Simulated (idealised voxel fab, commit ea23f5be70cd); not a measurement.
process module | voxel ribs on slabs
In the cross-section labelled cut, the width is 280 nm and each square cell is 5 nm.
Think of the cross-section as a grid of square cells. We describe it in bands, top to bottom, and each band covers one or more rows of those cells. Heads up on the band format: heights come first, top then bottom, in nm. After that it's the materials left to right, each with its width in nm. A single material flagged "throughout" fills the whole band edge to edge, and "empty" means there's empty space there. Height datum 0, below which the as-received substrate wafer is one material. Lowest band open at the bottom, running downward: "0 nm and below". Think of "30 to 40" as a width that walks from the first number to the second as you go down the band, top row to bottom row, taking equal-sized steps from row to row. Given "stayed the same" for a step, no cell of the cross-section differs between before and after that step. "Tabulated closed voids": sealed empty spaces, 8 cells or more, no open way to top, listed width x height at distance, with distance from the left edge and width, height and distance in nm. Past the settings on a step's line: simulator remark, on that step. The setting "overlay nm" may be written on the line of a step. When the step uses a mask, the value reports how far to the right of the planned place the mask lay, and a negative value reports that it lay to the left.

So here's the lineup of process steps we planned
step 1: RECEIVE,material Si
step 2: DIRECTIONAL_DEP,material SiO2,thk nm 25
step 3: DIRECTIONAL_DEP,material polySi,thk nm 25
step 4: MASKED_ETCH,tone cover,mask id RIB,width nm 25,etch materials polySi,depth nm 10,overlay nm 0
step 5: DIRECTIONAL_DEP,material aC,thk nm 15
step 6: PATTERN,tone cover,mask id SLAB,material resist,width nm 55,thk nm 35,overlay nm 0
step 7: DIRECTIONAL_ETCH,etch materials aC,depth nm 15
step 8: STRIP,etch materials resist
step 9: DIRECTIONAL_ETCH,etch materials polySi,depth nm 15
step 10: STRIP,etch materials aC
step 11: FILL_DEP,material SiO2,thk nm 15
step 12: CMP,height nm 60
step 13: DIRECTIONAL_DEP,material TiN,thk nm 10
step 14: MASKED_ETCH,tone cover,mask id HEATER,width nm 35,etch materials TiN,depth nm 10,overlay nm 0
step 15: CONFORMAL_DEP,material SiN,thk nm 5

First of the two wafers, run per plan

Received-state cross-section, reflecting completion of step 1
0 nm and below: Si throughout
Tabulated closed voids: none

After step 2
25 nm to 0 nm: SiO2 throughout
below 0: unchanged

After step 3
50 nm to 25 nm: polySi throughout
below 25: unchanged

After step 4
50 nm to 40 nm: 125 of empty, then 25 of polySi, then 130 of empty
below 40: unchanged

After step 5
65 nm to 55 nm: 125 of empty, then 25 of aC, then 130 of empty
55 nm to 50 nm: aC throughout
50 nm to 40 nm: 125 of aC, then 25 of polySi, then 130 of aC
below 40: unchanged

After step 6
100 nm to 65 nm: 110 of empty, then 55 of resist, then 115 of empty
65 nm to 55 nm: 110 of empty, then 15 of resist, then 25 of aC, then 15 of resist, then 115 of empty
below 55: unchanged

After step 7
85 nm to 65 nm: 110 of empty, then 55 of resist, then 115 of empty
65 nm to 55 nm: 110 of empty, then 15 of resist, then 25 of aC, then 15 of resist, then 115 of empty
55 nm to 50 nm: 110 of empty, then 55 of aC, then 115 of empty
50 nm to 40 nm: 110 of empty, then 15 of aC, then 25 of polySi, then 15 of aC, then 115 of empty
below 40: unchanged

After step 8
65 nm to 55 nm: 125 of empty, then 25 of aC, then 130 of empty
below 55: unchanged

After step 9
65 nm to 55 nm: 125 of empty, then 25 of aC, then 130 of empty
55 nm to 50 nm: 110 of empty, then 55 of aC, then 115 of empty
50 nm to 40 nm: 110 of empty, then 15 of aC, then 25 of polySi, then 15 of aC, then 115 of empty
40 nm to 25 nm: 110 of empty, then 55 of polySi, then 115 of empty
below 25: unchanged

After step 10
50 nm to 40 nm: 125 of empty, then 25 of polySi, then 130 of empty
below 40: unchanged

After step 11
65 nm to 50 nm: SiO2 throughout
50 nm to 40 nm: 125 of SiO2, then 25 of polySi, then 130 of SiO2
40 nm to 25 nm: 110 of SiO2, then 55 of polySi, then 115 of SiO2
below 25: unchanged

After step 12
60 nm to 50 nm: SiO2 throughout
below 50: unchanged

After step 13
70 nm to 60 nm: TiN throughout
below 60: unchanged

After step 14
70 nm to 60 nm: 120 of empty, then 35 of TiN, then 125 of empty
below 60: unchanged

After step 15
75 nm to 70 nm: 115 of empty, then 45 of SiN, then 120 of empty
70 nm to 65 nm: 115 of empty, then 5 of SiN, then 35 of TiN, then 5 of SiN, then 120 of empty
65 nm to 60 nm: 120 of SiN, then 35 of TiN, then 125 of SiN
below 60: unchanged

Second wafer - shared start and plan with the first - one error in running - same as the first up to step 13 inclusive

Second wafer, sectioned view, at step 14's planned end time
70 nm to 60 nm: 125 of empty, then 25 of TiN, then 130 of empty
below 60: unchanged

Second wafer, sectioned view, at step 15's planned end time
75 nm to 70 nm: 120 of empty, then 35 of SiN, then 125 of empty
70 nm to 65 nm: 120 of empty, then 5 of SiN, then 25 of TiN, then 5 of SiN, then 125 of empty
65 nm to 60 nm: 125 of SiN, then 25 of TiN, then 130 of SiN
below 60: unchanged
What broke from the plan during processing? note that step 14 departed from the planned setting and was carried out as MASKED_ETCH,tone cover,mask id HEATER,width nm 25,etch materials TiN,depth nm 10,overlay nm 0
It is noted that, at the conclusion of processing, the second wafer exhibits a higher or lower cell count for certain materials relative to the first: -4 TiN
